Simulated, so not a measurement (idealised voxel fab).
Process module in this document: voxel capacitor over wiring
The cross-section shown here is cut; it is 205 nm wide and divided into square cells measuring 5 nm on a side.
Cross-sections here: square-cell grids, written as top-down lists of bands, a band being one or more rows of cells. A band entry consists of two parts. The first gives the height of the band's top and the height of its bottom, in nm. The rest lists the band's materials from left to right, each with its width in nm. A single material labelled with the word "full width" fills the band from edge to edge, and the word "blank" marks empty space. Convention: height 0 is the level below which the wafer, as received, is all one material. The lowest band does not terminate at the bottom but continues downward, represented as "0 nm and below". Per-row width for "30->40": begins at first number (top row of band), ends at second number (bottom row), increment between rows held constant. "left unchanged" means the step left every cell of the cross-section as it was. The entry titled "Completely enclosed voids" provides the empty spaces that have no open way to the top, restricted to those of 8 cells or more. Each is presented as width x height at distance, the distance being measured from the left edge, with all three in nm. That trailing text on a step's line, after the settings, is the simulator's own remark on the step. overlay nm: right-of-plan distance of the mask on a masked step; negative values mean left-of-plan.
Process steps (planned)
step 1: RECEIVE,material Si
step 2: CONFORMAL_DEP,material SiO2,thk nm 15
step 3: CONFORMAL_DEP,material SiCN,thk nm 5
step 4: DIRECTIONAL_DEP,material lowk,thk nm 25
step 5: MASKED_ETCH,tone open,mask id METAL_1,width nm 25,pitch nm 90,etch materials lowk,depth nm 25,overlay nm 0
step 6: MASKED_ETCH,tone open,mask id METAL_1,width nm 25,pitch nm 90,etch materials SiCN,depth nm 5,overlay nm 0
step 7: CONFORMAL_DEP,material TiN,thk nm 5
step 8: FILL_DEP,material Cu,thk nm 5
step 9: CMP,height nm 45
step 10: CONFORMAL_DEP,material SiCN,thk nm 5
step 11: DIRECTIONAL_DEP,material lowk,thk nm 10
step 12: DIRECTIONAL_DEP,material aC,thk nm 15
step 13: PATTERN,tone open,mask id PLUG_1,material resist,width nm 15,thk nm 30,overlay nm 0
step 14: DIRECTIONAL_ETCH,etch materials aC,depth nm 15
step 15: STRIP,etch materials resist
step 16: DIRECTIONAL_ETCH,etch materials lowk,depth nm 10
step 17: DIRECTIONAL_ETCH,etch materials SiCN,depth nm 5
step 18: STRIP,etch materials aC
step 19: EPI,material Ru,thk nm 10
step 20: EPI,material Ru,thk nm 5
step 21: DIRECTIONAL_DEP,material TiN,thk nm 5
step 22: DIRECTIONAL_DEP,material SiN,thk nm 5
step 23: DIRECTIONAL_DEP,material TiN,thk nm 5
step 24: PATTERN,tone cover,mask id UPPER_PLATE,material resist,width nm 70,thk nm 15,overlay nm 0
step 25: DIRECTIONAL_ETCH,etch materials TiN,depth nm 5
step 26: DIRECTIONAL_ETCH,etch materials SiN,depth nm 5
step 27: STRIP,etch materials resist
step 28: DIRECTIONAL_DEP,material aC,thk nm 15
step 29: PATTERN,tone cover,mask id LOWER_PLATE,material resist,width nm 80,thk nm 35,overlay nm 0
step 30: DIRECTIONAL_ETCH,etch materials aC,depth nm 15
step 31: STRIP,etch materials resist
step 32: DIRECTIONAL_ETCH,etch materials TiN,depth nm 5
step 33: STRIP,etch materials aC
step 34: FILL_DEP,material SiO2,thk nm 20
step 35: CMP,height nm 90
step 36: DIRECTIONAL_DEP,material aC,thk nm 15
step 37: PATTERN,tone open,mask id PLUG_2,material resist,width nm 15,thk nm 35,overlay nm 0
step 38: DIRECTIONAL_ETCH,etch materials aC,depth nm 15
step 39: STRIP,etch materials resist
step 40: DIRECTIONAL_ETCH,etch materials SiO2,depth nm 15
step 41: STRIP,etch materials aC
step 42: CONFORMAL_DEP,material TiN,thk nm 5
step 43: FILL_DEP,material Cu,thk nm 10
step 44: CMP,height nm 90
step 45: CONFORMAL_DEP,material SiCN,thk nm 5
Of two wafers, the first: run according to plan
As received (post step 1): cross-section
> 0 nm and below | Si full width
> Completely enclosed voids: none
The following cross-section depicts the wafer upon completion of step 2
> 15 nm to 0 nm | SiO2 full width
> Unchanged below 0.
The following cross-section depicts the wafer upon completion of step 3
> 20 nm to 15 nm | SiCN full width
> Unchanged below 15.
The following cross-section depicts the wafer upon completion of step 4
> 45 nm to 20 nm | lowk full width
> Unchanged below 20.
The following cross-section depicts the wafer upon completion of step 5
> 45 nm to 20 nm | lowk 45, then blank 25, then lowk 65, then blank 25, then lowk 45
> Unchanged below 20.
The following cross-section depicts the wafer upon completion of step 6
> 45 nm to 20 nm | lowk 45, then blank 25, then lowk 65, then blank 25, then lowk 45
> 20 nm to 15 nm | SiCN 45, then blank 25, then SiCN 65, then blank 25, then SiCN 45
> Unchanged below 15.
The following cross-section depicts the wafer upon completion of step 7
> 50 nm to 45 nm | TiN 50, then blank 15, then TiN 75, then blank 15, then TiN 50
> 45 nm to 20 nm | lowk 45, then TiN 5, then blank 15, then TiN 5, then lowk 65, then TiN 5, then blank 15, then TiN 5, then lowk 45
> 20 nm to 15 nm | SiCN 45, then TiN 25, then SiCN 65, then TiN 25, then SiCN 45
> Unchanged below 15.
The following cross-section depicts the wafer upon completion of step 8
> 55 nm to 50 nm | Cu full width
> 50 nm to 45 nm | TiN 50, then Cu 15, then TiN 75, then Cu 15, then TiN 50
> 45 nm to 20 nm | lowk 45, then TiN 5, then Cu 15, then TiN 5, then lowk 65, then TiN 5, then Cu 15, then TiN 5, then lowk 45
> Unchanged below 20.
The following cross-section depicts the wafer upon completion of step 9
> 45 nm to 20 nm | lowk 45, then TiN 5, then Cu 15, then TiN 5, then lowk 65, then TiN 5, then Cu 15, then TiN 5, then lowk 45
> Unchanged below 20.
The following cross-section depicts the wafer upon completion of step 10
> 50 nm to 45 nm | SiCN full width
> Unchanged below 45.
The following cross-section depicts the wafer upon completion of step 11
> 60 nm to 50 nm | lowk full width
> Unchanged below 50.
The following cross-section depicts the wafer upon completion of step 12
> 75 nm to 60 nm | aC full width
> Unchanged below 60.
The following cross-section depicts the wafer upon completion of step 13
> 105 nm to 75 nm | resist 55, then blank 15, then resist 135
> Unchanged below 75.
The following cross-section depicts the wafer upon completion of step 14
> 90 nm to 75 nm | resist 55, then blank 15, then resist 135
> 75 nm to 60 nm | aC 55, then blank 15, then aC 135
> Unchanged below 60.
The following cross-section depicts the wafer upon completion of step 15
> 75 nm to 60 nm | aC 55, then blank 15, then aC 135
> Unchanged below 60.
The following cross-section depicts the wafer upon completion of step 16
> 75 nm to 60 nm | aC 55, then blank 15, then aC 135
> 60 nm to 50 nm | lowk 55, then blank 15, then lowk 135
> Unchanged below 50.
The following cross-section depicts the wafer upon completion of step 17
> 75 nm to 60 nm | aC 55, then blank 15, then aC 135
> 60 nm to 50 nm | lowk 55, then blank 15, then lowk 135
> 50 nm to 45 nm | SiCN 55, then blank 15, then SiCN 135
> Unchanged below 45.
The following cross-section depicts the wafer upon completion of step 18
> 60 nm to 50 nm | lowk 55, then blank 15, then lowk 135
> Unchanged below 50.
The following cross-section depicts the wafer upon completion of step 19
> 60 nm to 55 nm | lowk 55, then blank 15, then lowk 135
> 55 nm to 50 nm | lowk 55, then Ru 15, then lowk 135
> 50 nm to 45 nm | SiCN 55, then Ru 15, then SiCN 135
> Unchanged below 45.
The following cross-section depicts the wafer upon completion of step 20
> 60 nm to 50 nm | lowk 55, then Ru 15, then lowk 135
> Unchanged below 50.
The following cross-section depicts the wafer upon completion of step 21
> 65 nm to 60 nm | TiN full width
> Unchanged below 60.
The following cross-section depicts the wafer upon completion of step 22
> 70 nm to 65 nm | SiN full width
> Unchanged below 65.
The following cross-section depicts the wafer upon completion of step 23
> 75 nm to 70 nm | TiN full width
> Unchanged below 70.
The following cross-section depicts the wafer upon completion of step 24
> 90 nm to 75 nm | blank 55, then resist 70, then blank 80
> Unchanged below 75.
The following cross-section depicts the wafer upon completion of step 25
> 90 nm to 75 nm | blank 55, then resist 70, then blank 80
> 75 nm to 70 nm | blank 55, then TiN 70, then blank 80
> Unchanged below 70.
The following cross-section depicts the wafer upon completion of step 26
> 90 nm to 75 nm | blank 55, then resist 70, then blank 80
> 75 nm to 70 nm | blank 55, then TiN 70, then blank 80
> 70 nm to 65 nm | blank 55, then SiN 70, then blank 80
> Unchanged below 65.
The following cross-section depicts the wafer upon completion of step 27
> 75 nm to 70 nm | blank 55, then TiN 70, then blank 80
> Unchanged below 70.
The following cross-section depicts the wafer upon completion of step 28
> 90 nm to 80 nm | blank 55, then aC 70, then blank 80
> 80 nm to 75 nm | aC full width
> 75 nm to 70 nm | aC 55, then TiN 70, then aC 80
> 70 nm to 65 nm | aC 55, then SiN 70, then aC 80
> Unchanged below 65.
The following cross-section depicts the wafer upon completion of step 29
> 125 nm to 90 nm | blank 50, then resist 80, then blank 75
> 90 nm to 80 nm | blank 50, then resist 5, then aC 70, then resist 5, then blank 75
> Unchanged below 80.
The following cross-section depicts the wafer upon completion of step 30
> 110 nm to 90 nm | blank 50, then resist 80, then blank 75
> 90 nm to 80 nm | blank 50, then resist 5, then aC 70, then resist 5, then blank 75
> 80 nm to 75 nm | blank 50, then aC 80, then blank 75
> 75 nm to 70 nm | blank 50, then aC 5, then TiN 70, then aC 5, then blank 75
> 70 nm to 65 nm | blank 50, then aC 5, then SiN 70, then aC 5, then blank 75
> Unchanged below 65.
The following cross-section depicts the wafer upon completion of step 31
> 90 nm to 80 nm | blank 55, then aC 70, then blank 80
> Unchanged below 80.
The following cross-section depicts the wafer upon completion of step 32
> 90 nm to 80 nm | blank 55, then aC 70, then blank 80
> 80 nm to 75 nm | blank 50, then aC 80, then blank 75
> 75 nm to 70 nm | blank 50, then aC 5, then TiN 70, then aC 5, then blank 75
> 70 nm to 65 nm | blank 50, then aC 5, then SiN 70, then aC 5, then blank 75
> 65 nm to 60 nm | blank 50, then TiN 80, then blank 75
> Unchanged below 60.
The following cross-section depicts the wafer upon completion of step 33
> 75 nm to 70 nm | blank 55, then TiN 70, then blank 80
> 70 nm to 65 nm | blank 55, then SiN 70, then blank 80
> Unchanged below 65.
The following cross-section depicts the wafer upon completion of step 34
> 95 nm to 75 nm | SiO2 full width
> 75 nm to 70 nm | SiO2 55, then TiN 70, then SiO2 80
> 70 nm to 65 nm | SiO2 55, then SiN 70, then SiO2 80
> 65 nm to 60 nm | SiO2 50, then TiN 80, then SiO2 75
> Unchanged below 60.
The following cross-section depicts the wafer upon completion of step 35
> 90 nm to 75 nm | SiO2 full width
> Unchanged below 75.
The following cross-section depicts the wafer upon completion of step 36
> 105 nm to 90 nm | aC full width
> Unchanged below 90.
The following cross-section depicts the wafer upon completion of step 37
> 140 nm to 105 nm | resist 65, then blank 15, then resist 125
> Unchanged below 105.
The following cross-section depicts the wafer upon completion of step 38
> 125 nm to 105 nm | resist 65, then blank 15, then resist 125
> 105 nm to 90 nm | aC 65, then blank 15, then aC 125
> Unchanged below 90.
The following cross-section depicts the wafer upon completion of step 39
> 105 nm to 90 nm | aC 65, then blank 15, then aC 125
> Unchanged below 90.
The following cross-section depicts the wafer upon completion of step 40
> 105 nm to 90 nm | aC 65, then blank 15, then aC 125
> 90 nm to 75 nm | SiO2 65, then blank 15, then SiO2 125
> Unchanged below 75.
The following cross-section depicts the wafer upon completion of step 41
> 90 nm to 75 nm | SiO2 65, then blank 15, then SiO2 125
> Unchanged below 75.
The following cross-section depicts the wafer upon completion of step 42
> 95 nm to 90 nm | TiN 70, then blank 5, then TiN 130
> 90 nm to 80 nm | SiO2 65, then TiN 5, then blank 5, then TiN 5, then SiO2 125
> 80 nm to 70 nm | SiO2 65->55, then TiN 15->70, then SiO2 125->80
> Unchanged below 70.
The following cross-section depicts the wafer upon completion of step 43
> 105 nm to 95 nm | Cu full width
> 95 nm to 90 nm | TiN 70, then Cu 5, then TiN 130
> 90 nm to 80 nm | SiO2 65, then TiN 5, then Cu 5, then TiN 5, then SiO2 125
> Unchanged below 80.
The following cross-section depicts the wafer upon completion of step 44
> 90 nm to 80 nm | SiO2 65, then TiN 5, then Cu 5, then TiN 5, then SiO2 125
> Unchanged below 80.
The following cross-section depicts the wafer upon completion of step 45
> 95 nm to 90 nm | SiCN full width
> Unchanged below 90.
Second wafer. Start and plan as for the first. One mistake made in running. Agrees with the first up to and including step 34
The second wafer cut through, at the time step 35 was supposed to be finished
> 80 nm to 75 nm | SiO2 full width
> Unchanged below 75.
The second wafer cut through, at the time step 36 was supposed to be finished
> 95 nm to 80 nm | aC full width
> Unchanged below 80.
The second wafer cut through, at the time step 37 was supposed to be finished
> 130 nm to 95 nm | resist 65, then blank 15, then resist 125
> Unchanged below 95.
The second wafer cut through, at the time step 38 was supposed to be finished
> 115 nm to 95 nm | resist 65, then blank 15, then resist 125
> 95 nm to 80 nm | aC 65, then blank 15, then aC 125
> Unchanged below 80.
The second wafer cut through, at the time step 39 was supposed to be finished
> 95 nm to 80 nm | aC 65, then blank 15, then aC 125
> Unchanged below 80.
The second wafer cut through, at the time step 40 was supposed to be finished
> 95 nm to 80 nm | aC 65, then blank 15, then aC 125
> 80 nm to 75 nm | SiO2 65, then blank 15, then SiO2 125
> Unchanged below 75.
The second wafer cut through, at the time step 41 was supposed to be finished
> 80 nm to 75 nm | SiO2 65, then blank 15, then SiO2 125
> Unchanged below 75.
The second wafer cut through, at the time step 42 was supposed to be finished
> 85 nm to 80 nm | TiN 70, then blank 5, then TiN 130
> 80 nm to 70 nm | SiO2 65->55, then TiN 15->70, then SiO2 125->80
> Unchanged below 70.
The second wafer cut through, at the time step 43 was supposed to be finished
> 95 nm to 85 nm | Cu full width
> 85 nm to 80 nm | TiN 70, then Cu 5, then TiN 130
> Unchanged below 80.
The second wafer cut through, at the time step 44 was supposed to be finished
> 90 nm to 85 nm | Cu full width
> Unchanged below 85.
The second wafer cut through, at the time step 45 was supposed to be finished
> 95 nm to 90 nm | SiCN full width
> Unchanged below 90.
What went wrong in running the wafer? step 35 did not use the planned setting and instead ran as CMP,height nm 80
Final comparison by cell count, materials where the second wafer has more or fewer than the first: Cu: 40 more; SiO2: 76 fewer; TiN: 36 more
